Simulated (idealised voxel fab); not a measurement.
voxel wiring stack: a process module
cross-section cut | 245 nm wide | cells 5 nm
Cross-section format: a grid of square cells, given as bands from top to bottom; each band is one or more rows of cells. Band: top and bottom heights (nm) first, top before bottom; then materials from left to right, widths in nm. "all across" marks a sole material filling the band edge to edge. "empty" denotes empty space. All heights in this document are referenced to 0, defined as the level beneath which the wafer, as received, consists entirely of one material. The lowest band is not bounded below; it extends indefinitely downward and is written in the form "0 down". Think of "30..40" as a width that walks from the first number to the second as you go down the band, top row to bottom row, taking equal-sized steps from row to row. Step marked "no change occurred"? Then no cell in the cross-section changed in it. Under "Closed void list" you'll find the enclosed gaps, the ones with no way out to the top, that are 8 cells or bigger; each reads width x height at distance, with distance counted from the left edge, everything in nm. On each step's line, the part that comes after the settings is the simulator's own comment on the step. If you see "overlay nm" on a step's line and that step has a mask, it's telling you how far right of where it was planned the mask ended up; a negative number means it went left instead.

### Steps planned for the process
1: RECEIVE, material Si
2: CONFORMAL_DEP, material SiO2, thk nm 10
3: CONFORMAL_DEP, material SiN, thk nm 5
4: DIRECTIONAL_DEP, material lowk, thk nm 20
5: PATTERN, tone open, mask id METAL_1, material resist, width nm 30, pitch nm 45, thk nm 15, overlay nm 0
6: DIRECTIONAL_ETCH, etch materials lowk, depth nm 20
7: DIRECTIONAL_ETCH, etch materials SiN, depth nm 5
8: STRIP, etch materials resist
9: CONFORMAL_DEP, material TiN, thk nm 5
10: FILL_DEP, material Ru, thk nm 5
11: CMP, height nm 35
12: EPI, material Ru, thk nm 5
13: FILL_DEP, material SiCN, thk nm 5
14: DIRECTIONAL_DEP, material lowk, thk nm 35
15: DIRECTIONAL_DEP, material aC, thk nm 10
16: PATTERN, tone open, mask id METAL_2, material resist, width nm 30, pitch nm 45, thk nm 25, overlay nm 0
17: DIRECTIONAL_ETCH, etch materials aC, depth nm 10
18: STRIP, etch materials resist
19: DIRECTIONAL_ETCH, etch materials lowk, depth nm 20
20: STRIP, etch materials aC
21: DIRECTIONAL_DEP, material aC, thk nm 10
22: PATTERN, tone open, mask id METAL_2_HOLES, material resist, width nm 15, thk nm 30, overlay nm 0
23: DIRECTIONAL_ETCH, etch materials aC, depth nm 10
24: STRIP, etch materials resist
25: DIRECTIONAL_ETCH, etch materials lowk, depth nm 15
26: DIRECTIONAL_ETCH, etch materials SiCN, depth nm 5
27: STRIP, etch materials aC
28: CONFORMAL_DEP, material TiN, thk nm 5
29: FILL_DEP, material Cu, thk nm 5
30: CMP, height nm 80
31: CONFORMAL_DEP, material SiCN, thk nm 5

### Cross-section of the wafer upon arrival, representing the state reached after step 1
> 0 down | Si all across
> Closed void list: none

### First of two wafers: cross-section at end of module, run per plan
> 85 to 80 | SiCN all across
> 80 to 65 | lowk: 85, then TiN: 5, then Cu: 20, then TiN: 5, then lowk: 15, then TiN: 5, then Cu: 20, then TiN: 5, then lowk: 85
> 65 to 60 | lowk: 85, then TiN: 5, then Cu: 5, then TiN: 20, then lowk: 15, then TiN: 30, then lowk: 85
> 60 to 45 | lowk: 85, then TiN: 5, then Cu: 5, then TiN: 5, then lowk: 145
> 45 to 40 | SiCN: 85, then TiN: 15, then SiCN: 145
> 40 to 35 | SiCN: 80, then Ru: 40, then SiCN: 5, then Ru: 40, then SiCN: 80
> 35 to 15 | lowk: 85, then TiN: 5, then Ru: 20, then TiN: 5, then lowk: 15, then TiN: 5, then Ru: 20, then TiN: 5, then lowk: 85
> 15 to 10 | SiN: 85, then TiN: 30, then SiN: 15, then TiN: 30, then SiN: 85
> 10 to 0 | SiO2 all across
> 0 down | Si all across
> Closed void list: none

### Wafer two, sectioned after the module: the first wafer's start, the first wafer's plan, and one mistake in how it was run
> 85 to 80 | SiCN all across
> 80 to 65 | lowk: 85, then TiN: 5, then Cu: 20, then TiN: 5, then lowk: 15, then TiN: 5, then Cu: 20, then TiN: 5, then lowk: 85
> 65 to 60 | lowk: 85, then TiN: 5, then Cu: 5, then TiN: 20, then lowk: 15, then TiN: 30, then lowk: 85
> 60 to 45 | lowk: 85, then TiN: 5, then Cu: 5, then TiN: 5, then lowk: 145
> 45 to 40 | SiCN: 85, then TiN: 15, then SiCN: 145
> 40 to 35 | SiCN: 85, then Ru: 30, then SiCN: 15, then Ru: 30, then SiCN: 85
> 35 to 15 | lowk: 90, then TiN: 5, then Ru: 10, then TiN: 5, then lowk: 25, then TiN: 5, then Ru: 10, then TiN: 5, then lowk: 90
> 15 to 10 | SiN: 90, then TiN: 20, then SiN: 25, then TiN: 20, then SiN: 90
> 10 to 0 | SiO2 all across
> 0 down | Si all across
> Closed void list: none
Here's what went sideways: step 5 deviated from plan and actually ran as PATTERN, tone open, mask id METAL_1, material resist, width nm 20, pitch nm 45, thk nm 15, overlay nm 0
End check, counted in cells, second wafer has more or fewer of these materials than the first: Ru: 20 fewer | SiCN: 4 more | SiN: 4 more | TiN: 4 fewer | lowk: 16 more
